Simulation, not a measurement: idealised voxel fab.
Module name: voxel wiring stack (process module)
The width of the displayed cross-section, cut, is 160 nm; its cells are square, with a size of 5 nm.
Notation: cross-section as square-cell grid; stated in bands, top first, going down; one or more cell rows per band. Within each band entry, the heights of the top and of the bottom of the band appear first, in that order and in nm; the materials of the band then follow from left to right, each with its corresponding width in nm. The designation "edge to edge" on a single material indicates that it fills the band from edge to edge; the designation "blank" indicates empty space. Height 0 is the level under which the wafer as received is all one material. The lowest band goes on downwards, as in "from 0 down". A width such as "30..40" changes by the same amount from each row of cells to the next, from the band's top row to its bottom row. "no change occurred", as given for a step, is the statement that not any cell of the cross-section underwent a change during that step. The entry titled "Entrapped void list" provides the empty spaces that have no open way to the top, restricted to those of 8 cells or more. Each is presented as width x height at distance, the distance being measured from the left edge, with all three in nm. Post-settings text on a step line: simulator's own remark regarding the step. "overlay nm" answers the question of how far to the right of plan the mask lay on a step that has a mask, and when it is negative the answer is to the left.
The following list gives the planned process steps:
| 1 | RECEIVE (material Si) |
| 2 | CONFORMAL_DEP (material SiO2; thk nm 15) |
| 3 | CONFORMAL_DEP (material SiN; thk nm 5) |
| 4 | DIRECTIONAL_DEP (material SiO2; thk nm 25) |
| 5 | PATTERN (tone open; mask id METAL_1; material resist; width nm 25; pitch nm 45; thk nm 15; overlay nm 0) |
| 6 | DIRECTIONAL_ETCH (etch materials SiO2; depth nm 25) |
| 7 | DIRECTIONAL_ETCH (etch materials SiN; depth nm 5) |
| 8 | STRIP (etch materials resist) |
| 9 | CONFORMAL_DEP (material TiN; thk nm 5) |
| 10 | FILL_DEP (material W; thk nm 5) |
| 11 | CMP (height nm 45) |
| 12 | CONFORMAL_DEP (material SiCN; thk nm 5) |
| 13 | DIRECTIONAL_DEP (material SiO2; thk nm 30) |
| 14 | DIRECTIONAL_DEP (material aC; thk nm 10) |
| 15 | PATTERN (tone open; mask id METAL_2_HOLES; material resist; width nm 15; pitch nm 90; thk nm 30; overlay nm 0) |
| 16 | DIRECTIONAL_ETCH (etch materials aC; depth nm 10) |
| 17 | STRIP (etch materials resist) |
| 18 | DIRECTIONAL_ETCH (etch materials SiO2; depth nm 30) |
| 19 | STRIP (etch materials aC) |
| 20 | DIRECTIONAL_DEP (material aC; thk nm 15) |
| 21 | PATTERN (tone open; mask id METAL_2; material resist; width nm 25; pitch nm 45; thk nm 35; overlay nm 0) |
| 22 | DIRECTIONAL_ETCH (etch materials aC; depth nm 15) |
| 23 | STRIP (etch materials resist) |
| 24 | DIRECTIONAL_ETCH (etch materials SiO2; depth nm 15) |
| 25 | DIRECTIONAL_ETCH (etch materials SiCN; depth nm 5) |
| 26 | STRIP (etch materials aC) |
| 27 | CONFORMAL_DEP (material TiN; thk nm 5) |
| 28 | FILL_DEP (material Cu; thk nm 10) |
| 29 | CMP (height nm 80) |
| 30 | CONFORMAL_DEP (material SiCN; thk nm 5) |
Incoming wafer in cross-section (state: after step 1):
> from 0 down: Si edge to edge
> Entrapped void list: none
First of two wafers at the end of the module, shown in cross-section; run carried out as planned:
> from 85 to 80: SiCN edge to edge
> from 80 to 70: 20 of SiO2; 5 of TiN; 15 of Cu; 5 of TiN; 20 of SiO2; 5 of TiN; 15 of Cu; 5 of TiN; 20 of SiO2; 5 of TiN; 15 of Cu; 5 of TiN; 25 of SiO2
> from 70 to 65: 20 of SiO2; 5 of TiN; 5 of Cu; 15 of TiN; 20 of SiO2; 25 of TiN; 20 of SiO2; 5 of TiN; 5 of Cu; 15 of TiN; 25 of SiO2
> from 65 to 50: 20 of SiO2; 5 of TiN; 5 of Cu; 5 of TiN; 75 of SiO2; 5 of TiN; 5 of Cu; 5 of TiN; 35 of SiO2
> from 50 to 45: 20 of SiCN; 15 of TiN; 75 of SiCN; 15 of TiN; 35 of SiCN
> from 45 to 20: 20 of SiO2; 5 of TiN; 15 of W; 5 of TiN; 20 of SiO2; 5 of TiN; 15 of W; 5 of TiN; 20 of SiO2; 5 of TiN; 15 of W; 5 of TiN; 25 of SiO2
> from 20 to 15: 20 of SiN; 25 of TiN; 20 of SiN; 25 of TiN; 20 of SiN; 25 of TiN; 25 of SiN
> from 15 to 0: SiO2 edge to edge
> from 0 down: Si edge to edge
> Entrapped void list: none
Module end: cross-section of wafer two of two. Same start and process plan as the first wafer. One mistake during execution:
> from 85 to 80: SiCN edge to edge
> from 80 to 70: 20 of SiO2; 5 of TiN; 15 of Cu; 5 of TiN; 20 of SiO2; 5 of TiN; 15 of Cu; 5 of TiN; 20 of SiO2; 5 of TiN; 15 of Cu; 5 of TiN; 25 of SiO2
> from 70 to 65: 20 of SiO2; 5 of TiN; 5 of Cu; 15 of TiN; 20 of SiO2; 25 of TiN; 20 of SiO2; 5 of TiN; 5 of Cu; 15 of TiN; 25 of SiO2
> from 65 to 50: 20 of SiO2; 5 of TiN; 5 of Cu; 5 of TiN; 75 of SiO2; 5 of TiN; 5 of Cu; 5 of TiN; 35 of SiO2
> from 50 to 45: 20 of SiCN; 15 of TiN; 75 of SiCN; 15 of TiN; 35 of SiCN
> from 45 to 40: 25 of TiN; 15 of W; 30 of TiN; 15 of W; 30 of TiN; 15 of W; 30 of TiN
> from 40 to 20: 20 of SiO2; 5 of TiN; 15 of W; 5 of TiN; 20 of SiO2; 5 of TiN; 15 of W; 5 of TiN; 20 of SiO2; 5 of TiN; 15 of W; 5 of TiN; 25 of SiO2
> from 20 to 15: 20 of SiO2; 25 of TiN; 20 of SiO2; 25 of TiN; 20 of SiO2; 25 of TiN; 25 of SiO2
> from 15 to 0: SiO2 edge to edge
> from 0 down: Si edge to edge
> Entrapped void list: none
Finding, execution versus plan: step 3 of the plan never got run, it was skipped over
Final difference in cells, second wafer against first, listed per material as more or fewer: 17 fewer of SiN, 17 more of TiN
